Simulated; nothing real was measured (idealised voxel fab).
Title: Process Module voxel air gaps
215 nm wide, 5 nm square cells: that's cross-section cut.
The cross-sections in this document take the form of a grid made of square cells. They are written out as bands, in order from top to bottom. Each band consists of one or more rows of cells. First you get the band's top height and its bottom height, in nm, and then the materials it's made of, left to right, with each width in nm. If you see a single material with "full width", that one covers the band edge to edge. "empty" is empty space. Heights from 0 (as-received wafer is one material below). Bottom band endless downward, as "0..down". Think of "30..40" as a width that walks from the first number to the second as you go down the band, top row to bottom row, taking equal-sized steps from row to row. When a step is marked "all unchanged", none of the cells in the cross-section changed during that step. Each empty space that has no open way to the top and spans at least 8 cells appears under "Enclosed internal voids" as width x height at distance, the distance counted from the left edge, all in nm. The remark found on a step's line after its settings is issued by the simulator itself and pertains to that step. You can add "overlay nm" to a step's line. For a step with a mask, it describes how far the mask lay to the right of its planned position, and a negative number describes a lay to the left.
THE STEPS PLANNED FOR THE PROCESS ARE AS FOLLOWS
step 1: RECEIVE, material Si
step 2: CONFORMAL_DEP, material SiO2, thk nm 10
step 3: CONFORMAL_DEP, material SiN, thk nm 5
step 4: DIRECTIONAL_DEP, material SiO2, thk nm 40
step 5: DIRECTIONAL_DEP, material aC, thk nm 10
step 6: PATTERN, tone open, mask id LINES, material resist, width nm 20, pitch nm 45, thk nm 25, overlay nm 0
step 7: DIRECTIONAL_ETCH, etch materials aC, depth nm 10
step 8: STRIP, etch materials resist
step 9: DIRECTIONAL_ETCH, etch materials SiO2, depth nm 40
step 10: STRIP, etch materials aC
step 11: CONFORMAL_DEP, material TiN, thk nm 5
step 12: FILL_DEP, material Ru, thk nm 5
step 13: CMP, height nm 55
step 14: EPI, material Ru, thk nm 10
step 15: SELECTIVE_ETCH, etch materials SiO2, depth nm 50
step 16: CONFORMAL_DEP, material SiN, thk nm 5
THE FOLLOWING PERTAINS TO THE FIRST OF TWO WAFERS, WHICH WAS PROCESSED AS PLANNED
CROSS-SECTIONAL VIEW OF THE WAFER IN ITS AS-RECEIVED CONDITION, CORRESPONDING TO THE STATE AFTER STEP 1
- 0..down  Si full width
- Enclosed internal voids: none
CROSS-SECTION OF THE WAFER AFTER STEP 2
- 10..0  SiO2 full width
- Whatever lies below 0 is exactly as it was before.
CROSS-SECTION OF THE WAFER AFTER STEP 3
- 15..10  SiN full width
- Whatever lies below 10 is exactly as it was before.
CROSS-SECTION OF THE WAFER AFTER STEP 4
- 55..15  SiO2 full width
- Whatever lies below 15 is exactly as it was before.
CROSS-SECTION OF THE WAFER AFTER STEP 5
- 65..55  aC full width
- Whatever lies below 55 is exactly as it was before.
CROSS-SECTION OF THE WAFER AFTER STEP 6
- 90..65  30 resist, then 20 empty, then 25 resist, then 20 empty, then 25 resist, then 20 empty, then 25 resist, then 20 empty, then 30 resist
- Whatever lies below 65 is exactly as it was before.
CROSS-SECTION OF THE WAFER AFTER STEP 7
- 80..65  30 resist, then 20 empty, then 25 resist, then 20 empty, then 25 resist, then 20 empty, then 25 resist, then 20 empty, then 30 resist
- 65..55  30 aC, then 20 empty, then 25 aC, then 20 empty, then 25 aC, then 20 empty, then 25 aC, then 20 empty, then 30 aC
- Whatever lies below 55 is exactly as it was before.
CROSS-SECTION OF THE WAFER AFTER STEP 8
- 65..55  30 aC, then 20 empty, then 25 aC, then 20 empty, then 25 aC, then 20 empty, then 25 aC, then 20 empty, then 30 aC
- Whatever lies below 55 is exactly as it was before.
CROSS-SECTION OF THE WAFER AFTER STEP 9
- 65..55  30 aC, then 20 empty, then 25 aC, then 20 empty, then 25 aC, then 20 empty, then 25 aC, then 20 empty, then 30 aC
- 55..15  30 SiO2, then 20 empty, then 25 SiO2, then 20 empty, then 25 SiO2, then 20 empty, then 25 SiO2, then 20 empty, then 30 SiO2
- Whatever lies below 15 is exactly as it was before.
CROSS-SECTION OF THE WAFER AFTER STEP 10
- 55..15  30 SiO2, then 20 empty, then 25 SiO2, then 20 empty, then 25 SiO2, then 20 empty, then 25 SiO2, then 20 empty, then 30 SiO2
- Whatever lies below 15 is exactly as it was before.
CROSS-SECTION OF THE WAFER AFTER STEP 11
- 60..55  35 TiN, then 10 empty, then 35 TiN, then 10 empty, then 35 TiN, then 10 empty, then 35 TiN, then 10 empty, then 35 TiN
- 55..20  30 SiO2, then 5 TiN, then 10 empty, then 5 TiN, then 25 SiO2, then 5 TiN, then 10 empty, then 5 TiN, then 25 SiO2, then 5 TiN, then 10 empty, then 5 TiN, then 25 SiO2, then 5 TiN, then 10 empty, then 5 TiN, then 30 SiO2
- 20..15  30 SiO2, then 20 TiN, then 25 SiO2, then 20 TiN, then 25 SiO2, then 20 TiN, then 25 SiO2, then 20 TiN, then 30 SiO2
- Whatever lies below 15 is exactly as it was before.
CROSS-SECTION OF THE WAFER AFTER STEP 12
- 65..60  Ru full width
- 60..55  35 TiN, then 10 Ru, then 35 TiN, then 10 Ru, then 35 TiN, then 10 Ru, then 35 TiN, then 10 Ru, then 35 TiN
- 55..20  30 SiO2, then 5 TiN, then 10 Ru, then 5 TiN, then 25 SiO2, then 5 TiN, then 10 Ru, then 5 TiN, then 25 SiO2, then 5 TiN, then 10 Ru, then 5 TiN, then 25 SiO2, then 5 TiN, then 10 Ru, then 5 TiN, then 30 SiO2
- Whatever lies below 20 is exactly as it was before.
CROSS-SECTION OF THE WAFER AFTER STEP 13
- 55..20  30 SiO2, then 5 TiN, then 10 Ru, then 5 TiN, then 25 SiO2, then 5 TiN, then 10 Ru, then 5 TiN, then 25 SiO2, then 5 TiN, then 10 Ru, then 5 TiN, then 25 SiO2, then 5 TiN, then 10 Ru, then 5 TiN, then 30 SiO2
- Whatever lies below 20 is exactly as it was before.
CROSS-SECTION OF THE WAFER AFTER STEP 14
- 65..55  20 empty, then 40 Ru, then 5 empty, then 40 Ru, then 5 empty, then 40 Ru, then 5 empty, then 40 Ru, then 20 empty
- Whatever lies below 55 is exactly as it was before.
CROSS-SECTION OF THE WAFER AFTER STEP 15
- 65..55  20 empty, then 40 Ru, then 5 empty, then 40 Ru, then 5 empty, then 40 Ru, then 5 empty, then 40 Ru, then 20 empty
- 55..20  30 empty, then 5 TiN, then 10 Ru, then 5 TiN, then 25 empty, then 5 TiN, then 10 Ru, then 5 TiN, then 25 empty, then 5 TiN, then 10 Ru, then 5 TiN, then 25 empty, then 5 TiN, then 10 Ru, then 5 TiN, then 30 empty
- 20..15  30 empty, then 20 TiN, then 25 empty, then 20 TiN, then 25 empty, then 20 TiN, then 25 empty, then 20 TiN, then 30 empty
- Whatever lies below 15 is exactly as it was before.
CROSS-SECTION OF THE WAFER AFTER STEP 16
- 70..65  15 empty, then 185 SiN, then 15 empty
- 65..55  15 empty, then 5 SiN, then 40 Ru, then 5 SiN, then 40 Ru, then 5 SiN, then 40 Ru, then 5 SiN, then 40 Ru, then 5 SiN, then 15 empty
- 55..50  15 empty, then 15 SiN, then 5 TiN, then 10 Ru, then 5 TiN, then 25 SiN, then 5 TiN, then 10 Ru, then 5 TiN, then 25 SiN, then 5 TiN, then 10 Ru, then 5 TiN, then 25 SiN, then 5 TiN, then 10 Ru, then 5 TiN, then 15 SiN, then 15 empty
- 50..20  25 empty, then 5 SiN, then 5 TiN, then 10 Ru, then 5 TiN, then 5 SiN, then 15 empty, then 5 SiN, then 5 TiN, then 10 Ru, then 5 TiN, then 5 SiN, then 15 empty, then 5 SiN, then 5 TiN, then 10 Ru, then 5 TiN, then 5 SiN, then 15 empty, then 5 SiN, then 5 TiN, then 10 Ru, then 5 TiN, then 5 SiN, then 25 empty
- 20..15  30 SiN, then 20 TiN, then 25 SiN, then 20 TiN, then 25 SiN, then 20 TiN, then 25 SiN, then 20 TiN, then 30 SiN
- Whatever lies below 15 is exactly as it was before.
- Enclosed internal voids: 15 x 30 at 55; 15 x 30 at 100; 15 x 30 at 145
SECOND OF TWO: SAME START, SAME PLAN, ONE RUN ERROR; STEPS UP TO AND INCLUDING 5 MATCH THE FIRST
PLANNED END OF STEP 6: SECOND WAFER, CROSS-SECTION
- 90..65  30 empty, then 20 resist, then 25 empty, then 20 resist, then 25 empty, then 20 resist, then 25 empty, then 20 resist, then 30 empty
- Whatever lies below 65 is exactly as it was before.
PLANNED END OF STEP 7: SECOND WAFER, CROSS-SECTION
- 80..65  30 empty, then 20 resist, then 25 empty, then 20 resist, then 25 empty, then 20 resist, then 25 empty, then 20 resist, then 30 empty
- 65..55  30 empty, then 20 aC, then 25 empty, then 20 aC, then 25 empty, then 20 aC, then 25 empty, then 20 aC, then 30 empty
- Whatever lies below 55 is exactly as it was before.
PLANNED END OF STEP 8: SECOND WAFER, CROSS-SECTION
- 65..55  30 empty, then 20 aC, then 25 empty, then 20 aC, then 25 empty, then 20 aC, then 25 empty, then 20 aC, then 30 empty
- Whatever lies below 55 is exactly as it was before.
PLANNED END OF STEP 9: SECOND WAFER, CROSS-SECTION
- 65..55  30 empty, then 20 aC, then 25 empty, then 20 aC, then 25 empty, then 20 aC, then 25 empty, then 20 aC, then 30 empty
- 55..15  30 empty, then 20 SiO2, then 25 empty, then 20 SiO2, then 25 empty, then 20 SiO2, then 25 empty, then 20 SiO2, then 30 empty
- Whatever lies below 15 is exactly as it was before.
PLANNED END OF STEP 10: SECOND WAFER, CROSS-SECTION
- 55..15  30 empty, then 20 SiO2, then 25 empty, then 20 SiO2, then 25 empty, then 20 SiO2, then 25 empty, then 20 SiO2, then 30 empty
- Whatever lies below 15 is exactly as it was before.
PLANNED END OF STEP 11: SECOND WAFER, CROSS-SECTION
- 60..55  25 empty, then 30 TiN, then 15 empty, then 30 TiN, then 15 empty, then 30 TiN, then 15 empty, then 30 TiN, then 25 empty
- 55..20  25 empty, then 5 TiN, then 20 SiO2, then 5 TiN, then 15 empty, then 5 TiN, then 20 SiO2, then 5 TiN, then 15 empty, then 5 TiN, then 20 SiO2, then 5 TiN, then 15 empty, then 5 TiN, then 20 SiO2, then 5 TiN, then 25 empty
- 20..15  30 TiN, then 20 SiO2, then 25 TiN, then 20 SiO2, then 25 TiN, then 20 SiO2, then 25 TiN, then 20 SiO2, then 30 TiN
- Whatever lies below 15 is exactly as it was before.
PLANNED END OF STEP 12: SECOND WAFER, CROSS-SECTION
- 65..60  Ru full width
- 60..55  25 Ru, then 30 TiN, then 15 Ru, then 30 TiN, then 15 Ru, then 30 TiN, then 15 Ru, then 30 TiN, then 25 Ru
- 55..20  25 Ru, then 5 TiN, then 20 SiO2, then 5 TiN, then 15 Ru, then 5 TiN, then 20 SiO2, then 5 TiN, then 15 Ru, then 5 TiN, then 20 SiO2, then 5 TiN, then 15 Ru, then 5 TiN, then 20 SiO2, then 5 TiN, then 25 Ru
- Whatever lies below 20 is exactly as it was before.
PLANNED END OF STEP 13: SECOND WAFER, CROSS-SECTION
- 55..20  25 Ru, then 5 TiN, then 20 SiO2, then 5 TiN, then 15 Ru, then 5 TiN, then 20 SiO2, then 5 TiN, then 15 Ru, then 5 TiN, then 20 SiO2, then 5 TiN, then 15 Ru, then 5 TiN, then 20 SiO2, then 5 TiN, then 25 Ru
- Whatever lies below 20 is exactly as it was before.
PLANNED END OF STEP 14: SECOND WAFER, CROSS-SECTION
- 65..55  Ru full width
- Whatever lies below 55 is exactly as it was before.
Planned end of step 15: second wafer, cross-section: all unchanged
PLANNED END OF STEP 16: SECOND WAFER, CROSS-SECTION
- 70..65  SiN full width
- Whatever lies below 65 is exactly as it was before.
Want to know what went wrong? step 6: run off-plan, actual operation and settings PATTERN, tone cover, mask id LINES, material resist, width nm 20, pitch nm 45, thk nm 25, overlay nm 0
Final cells, second wafer relative to first, materials higher or lower: Ru: 99 more, SiN: 100 fewer, SiO2: 128 more, TiN: 11 more
Heads up: the first wafer ends with 3 closed voids, the second with 0.
